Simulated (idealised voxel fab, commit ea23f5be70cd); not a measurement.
The document below concerns the process module designated voxel trench capacitor.
The cross-section shown here is cut; it is 185 nm wide and divided into square cells measuring 5 nm on a side.
In this document a cross-section is written as a grid of square cells. It is given as a series of bands, listed from the top down, and a band is one or more rows of cells. Within each band entry, the heights of the top and of the bottom of the band appear first, in that order and in nm; the materials of the band then follow from left to right, each with its corresponding width in nm. The designation "full width" on a single material indicates that it fills the band from edge to edge; the designation "air" indicates empty space. It should be noted that heights are counted from 0, beneath which the wafer as supplied is of one material throughout, and that the lowest band possesses no lower boundary but continues downward, as written in "0..down". The notation "30 to 40" denotes a width that varies across the rows of cells in the band, beginning at the first number in the top row, finishing at the second number in the bottom row, and changing by an identical amount from each row to the next. A step reported as "no change occurred" is a step in which no cell of the cross-section changed. The list in "Internal closed voids" covers empty spaces of 8 cells or more that cannot reach the top through any open way, and it gives each as width x height at distance; the distance is from the left edge, and width, height and distance are in nm. Anything after a step's settings on that line? It's the simulator's own note about the step. A step line may carry the setting "overlay nm", which, for steps involving a mask, states the distance by which the mask lay to the right of its intended position; negative values denote displacement to the left.
# The planned process steps are enumerated hereunder
| 1 | RECEIVE, material Si |
| 2 | CONFORMAL_DEP, material SiN, thk nm 10 |
| 3 | DIRECTIONAL_DEP, material aC, thk nm 15 |
| 4 | PATTERN, tone open, mask id TRENCH, material resist, width nm 25, pitch nm 50, thk nm 30, overlay nm 0 |
| 5 | DIRECTIONAL_ETCH, etch materials aC, depth nm 15 |
| 6 | STRIP, etch materials resist |
| 7 | DIRECTIONAL_ETCH, etch materials SiN, depth nm 10 |
| 8 | DIRECTIONAL_ETCH, etch materials Si, depth nm 35 |
| 9 | STRIP, etch materials aC |
| 10 | CONFORMAL_DEP, material Al2O3, thk nm 5 |
| 11 | CONFORMAL_DEP, material TiN, thk nm 5 |
| 12 | FILL_DEP, material W, thk nm 10 |
| 13 | CMP, height nm 10 |
# The first wafer of two, processed as planned
# Wafer as received: cross-section following step 1
0..down  Si full width
Internal closed voids: none
# Cross-sectional representation of the wafer at the conclusion of step 2
10..0  SiN full width
Below 0, the layers are the same as they were.
# Cross-sectional representation of the wafer at the conclusion of step 3
25..10  aC full width
Below 10, the layers are the same as they were.
# Cross-sectional representation of the wafer at the conclusion of step 4
55..25  55 nm resist, then 25 nm air, then 25 nm resist, then 25 nm air, then 55 nm resist
Below 25, the layers are the same as they were.
# Cross-sectional representation of the wafer at the conclusion of step 5
40..25  55 nm resist, then 25 nm air, then 25 nm resist, then 25 nm air, then 55 nm resist
25..10  55 nm aC, then 25 nm air, then 25 nm aC, then 25 nm air, then 55 nm aC
Below 10, the layers are the same as they were.
# Cross-sectional representation of the wafer at the conclusion of step 6
25..10  55 nm aC, then 25 nm air, then 25 nm aC, then 25 nm air, then 55 nm aC
Below 10, the layers are the same as they were.
# Cross-sectional representation of the wafer at the conclusion of step 7
25..10  55 nm aC, then 25 nm air, then 25 nm aC, then 25 nm air, then 55 nm aC
10..0  55 nm SiN, then 25 nm air, then 25 nm SiN, then 25 nm air, then 55 nm SiN
Below 0, the layers are the same as they were.
# Cross-sectional representation of the wafer at the conclusion of step 8
25..10  55 nm aC, then 25 nm air, then 25 nm aC, then 25 nm air, then 55 nm aC
10..0  55 nm SiN, then 25 nm air, then 25 nm SiN, then 25 nm air, then 55 nm SiN
0..-35  55 nm Si, then 25 nm air, then 25 nm Si, then 25 nm air, then 55 nm Si
Below -35, the layers are the same as they were.
# Cross-sectional representation of the wafer at the conclusion of step 9
10..0  55 nm SiN, then 25 nm air, then 25 nm SiN, then 25 nm air, then 55 nm SiN
Below 0, the layers are the same as they were.
# Cross-sectional representation of the wafer at the conclusion of step 10
15..10  60 nm Al2O3, then 15 nm air, then 35 nm Al2O3, then 15 nm air, then 60 nm Al2O3
10..0  55 nm SiN, then 5 nm Al2O3, then 15 nm air, then 5 nm Al2O3, then 25 nm SiN, then 5 nm Al2O3, then 15 nm air, then 5 nm Al2O3, then 55 nm SiN
0..-30  55 nm Si, then 5 nm Al2O3, then 15 nm air, then 5 nm Al2O3, then 25 nm Si, then 5 nm Al2O3, then 15 nm air, then 5 nm Al2O3, then 55 nm Si
-30..-35  55 nm Si, then 25 nm Al2O3, then 25 nm Si, then 25 nm Al2O3, then 55 nm Si
Below -35, the layers are the same as they were.
# Cross-sectional representation of the wafer at the conclusion of step 11
20..15  65 nm TiN, then 5 nm air, then 45 nm TiN, then 5 nm air, then 65 nm TiN
15..10  60 nm Al2O3, then 5 nm TiN, then 5 nm air, then 5 nm TiN, then 35 nm Al2O3, then 5 nm TiN, then 5 nm air, then 5 nm TiN, then 60 nm Al2O3
10..0  55 nm SiN, then 5 nm Al2O3, then 5 nm TiN, then 5 nm air, then 5 nm TiN, then 5 nm Al2O3, then 25 nm SiN, then 5 nm Al2O3, then 5 nm TiN, then 5 nm air, then 5 nm TiN, then 5 nm Al2O3, then 55 nm SiN
0..-25  55 nm Si, then 5 nm Al2O3, then 5 nm TiN, then 5 nm air, then 5 nm TiN, then 5 nm Al2O3, then 25 nm Si, then 5 nm Al2O3, then 5 nm TiN, then 5 nm air, then 5 nm TiN, then 5 nm Al2O3, then 55 nm Si
-25..-30  55 nm Si, then 5 nm Al2O3, then 15 nm TiN, then 5 nm Al2O3, then 25 nm Si, then 5 nm Al2O3, then 15 nm TiN, then 5 nm Al2O3, then 55 nm Si
Below -30, the layers are the same as they were.
# Cross-sectional representation of the wafer at the conclusion of step 12
30..20  W full width
20..15  65 nm TiN, then 5 nm W, then 45 nm TiN, then 5 nm W, then 65 nm TiN
15..10  60 nm Al2O3, then 5 nm TiN, then 5 nm W, then 5 nm TiN, then 35 nm Al2O3, then 5 nm TiN, then 5 nm W, then 5 nm TiN, then 60 nm Al2O3
10..0  55 nm SiN, then 5 nm Al2O3, then 5 nm TiN, then 5 nm W, then 5 nm TiN, then 5 nm Al2O3, then 25 nm SiN, then 5 nm Al2O3, then 5 nm TiN, then 5 nm W, then 5 nm TiN, then 5 nm Al2O3, then 55 nm SiN
0..-25  55 nm Si, then 5 nm Al2O3, then 5 nm TiN, then 5 nm W, then 5 nm TiN, then 5 nm Al2O3, then 25 nm Si, then 5 nm Al2O3, then 5 nm TiN, then 5 nm W, then 5 nm TiN, then 5 nm Al2O3, then 55 nm Si
Below -25, the layers are the same as they were.
# Cross-sectional representation of the wafer at the conclusion of step 13
10..0  55 nm SiN, then 5 nm Al2O3, then 5 nm TiN, then 5 nm W, then 5 nm TiN, then 5 nm Al2O3, then 25 nm SiN, then 5 nm Al2O3, then 5 nm TiN, then 5 nm W, then 5 nm TiN, then 5 nm Al2O3, then 55 nm SiN
Below 0, the layers are the same as they were.
# Second wafer, same starting state and plan as the first, one mistake in the run, identical through step 12
The second wafer in cross-section, at the planned close of step 13: no change occurred
Heads up, the wafer didn't run the way we planned it: with respect to the plan, step 13 was omitted and not executed
Count the cells at the end and the second wafer has more or fewer of some materials than the first: Al2O3 +31, TiN +39, W +78
